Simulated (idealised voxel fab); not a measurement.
process module | voxel capacitor over wiring
cross-section cut | 140 nm wide | cells 5 nm
A cross-section is a grid of square cells, given in bands from the top down. A band is one or more rows of cells.
Each band's line starts with the height of the band's top and of its bottom, in nm. Then come its materials from left to right, each with its width in nm. One material with "throughout" fills the band from edge to edge. "air" is empty space.
Height 0 is the level under which the wafer as received is all one material. The lowest band goes on downwards, as in "0 down".
A width such as "30 to 40" changes by the same amount from each row of cells to the next, from the band's top row to its bottom row.
"no change" after a step means that no cell of the cross-section changed.
closed voids: empty space of 8 cells or more with no open way to the top, each as width x height at its distance from the left edge, in nm
after a step's settings: what the simulator itself notes on the step
overlay nm, on a step with a mask: how far to the right of its planned place the mask lay; to the left if negative
plan
1 op RECEIVE | material Si
2 op CONFORMAL_DEP | material SiO2 | thk nm 10
3 op CONFORMAL_DEP | material SiN | thk nm 5
4 op DIRECTIONAL_DEP | material SiO2 | thk nm 15
5 op DIRECTIONAL_DEP | material aC | thk nm 10
6 op PATTERN | tone open | mask id METAL_1 | material resist | width nm 25 | pitch nm 80 | thk nm 25 | overlay nm 0
7 op DIRECTIONAL_ETCH | etch materials aC | depth nm 10
8 op STRIP | etch materials resist
9 op DIRECTIONAL_ETCH | etch materials SiO2 | depth nm 15
10 op DIRECTIONAL_ETCH | etch materials SiN | depth nm 5
11 op STRIP | etch materials aC
12 op CONFORMAL_DEP | material TiN | thk nm 5
13 op FILL_DEP | material W | thk nm 10
14 op CMP | height nm 30
15 op EPI | material Ru | thk nm 5
16 op FILL_DEP | material SiCN | thk nm 5
17 op DIRECTIONAL_DEP | material SiO2 | thk nm 20
18 op DIRECTIONAL_DEP | material aC | thk nm 15
19 op PATTERN | tone open | mask id PLUG_1 | material resist | width nm 15 | thk nm 30 | overlay nm 0
20 op DIRECTIONAL_ETCH | etch materials aC | depth nm 15
21 op STRIP | etch materials resist
22 op DIRECTIONAL_ETCH | etch materials SiO2 | depth nm 20
23 op DIRECTIONAL_ETCH | etch materials SiCN | depth nm 5
24 op STRIP | etch materials aC
25 op EPI | material Ru | thk nm 10
26 op EPI | material Ru | thk nm 10
27 op EPI | material Ru | thk nm 5
28 op DIRECTIONAL_DEP | material TiN | thk nm 10
29 op DIRECTIONAL_DEP | material SiN | thk nm 5
30 op DIRECTIONAL_DEP | material TiN | thk nm 10
31 op DIRECTIONAL_DEP | material aC | thk nm 15
32 op PATTERN | tone cover | mask id UPPER_PLATE | material resist | width nm 60 | thk nm 35 | overlay nm 0
33 op DIRECTIONAL_ETCH | etch materials aC | depth nm 15
34 op STRIP | etch materials resist
35 op DIRECTIONAL_ETCH | etch materials TiN | depth nm 10
36 op DIRECTIONAL_ETCH | etch materials SiN | depth nm 5
37 op STRIP | etch materials aC
38 op DIRECTIONAL_DEP | material aC | thk nm 15
39 op PATTERN | tone cover | mask id LOWER_PLATE | material resist | width nm 70 | thk nm 30 | overlay nm 0
40 op DIRECTIONAL_ETCH | etch materials aC | depth nm 15
41 op STRIP | etch materials resist
42 op DIRECTIONAL_ETCH | etch materials TiN | depth nm 10
43 op STRIP | etch materials aC
44 op FILL_DEP | material SiO2 | thk nm 15
45 op CMP | height nm 95
46 op DIRECTIONAL_DEP | material aC | thk nm 15
47 op PATTERN | tone open | mask id PLUG_2 | material resist | width nm 15 | thk nm 35 | overlay nm 0
48 op DIRECTIONAL_ETCH | etch materials aC | depth nm 15
49 op STRIP | etch materials resist
50 op DIRECTIONAL_ETCH | etch materials SiO2 | depth nm 10
51 op STRIP | etch materials aC
52 op CONFORMAL_DEP | material TiN | thk nm 5
53 op FILL_DEP | material Cu | thk nm 5
54 op CMP | height nm 95
55 op CONFORMAL_DEP | material SiCN | thk nm 5
as received, after step 1
  0 down: Si throughout
  closed voids: none
first wafer at the end, as planned
  100 to 95: SiCN throughout
  95 to 90: SiO2 35 | TiN 5 | Cu 5 | TiN 5 | SiO2 90
  90 to 85: SiO2 35 | TiN 15 | SiO2 90
  85 to 75: SiO2 25 | TiN 60 | SiO2 55
  75 to 70: SiO2 25 | SiN 60 | SiO2 55
  70 to 60: SiO2 20 | TiN 70 | SiO2 50
  60 to 40: SiO2 25 | Ru 15 | SiO2 100
  40 to 35: SiCN 25 | Ru 15 | SiCN 100
  35 to 30: SiCN 10 | Ru 35 | SiCN 45 | Ru 35 | SiCN 15
  30 to 15: SiO2 15 | TiN 5 | W 15 | TiN 5 | SiO2 55 | TiN 5 | W 15 | TiN 5 | SiO2 20
  15 to 10: SiN 15 | TiN 25 | SiN 55 | TiN 25 | SiN 20
  10 to 0: SiO2 throughout
  0 down: Si throughout
  closed voids: none
second wafer at the end: like start, like plan, one mistake
  100 to 95: SiCN throughout
  95 to 90: SiO2 35 | TiN 5 | Cu 5 | TiN 5 | SiO2 90
  90 to 85: SiO2 35 | TiN 15 | SiO2 90
  85 to 75: SiO2 25 | TiN 60 | SiO2 55
  75 to 70: SiO2 25 | SiN 60 | SiO2 55
  70 to 60: SiO2 20 | TiN 70 | SiO2 50
  60 to 40: SiO2 25 | Ru 15 | SiO2 100
  40 to 35: SiCN 25 | Ru 15 | SiCN 100
  35 to 30: Ru 20 | SiCN 15 | Ru 65 | SiCN 15 | Ru 25
  30 to 15: W 10 | TiN 5 | SiO2 25 | TiN 5 | W 45 | TiN 5 | SiO2 25 | TiN 5 | W 15
  15 to 10: TiN 15 | SiN 25 | TiN 55 | SiN 25 | TiN 20
  10 to 0: SiO2 throughout
  0 down: Si throughout
  closed voids: none
what went wrong: step 6 ran as: op PATTERN | tone cover | mask id METAL_1 | material resist | width nm 25 | pitch nm 80 | thk nm 25 | overlay nm 0
at the end the second wafer has, in cells: 8 more of Ru | 8 fewer of SiCN | 8 fewer of SiN | 24 fewer of SiO2 | 8 more of TiN | 24 more of W
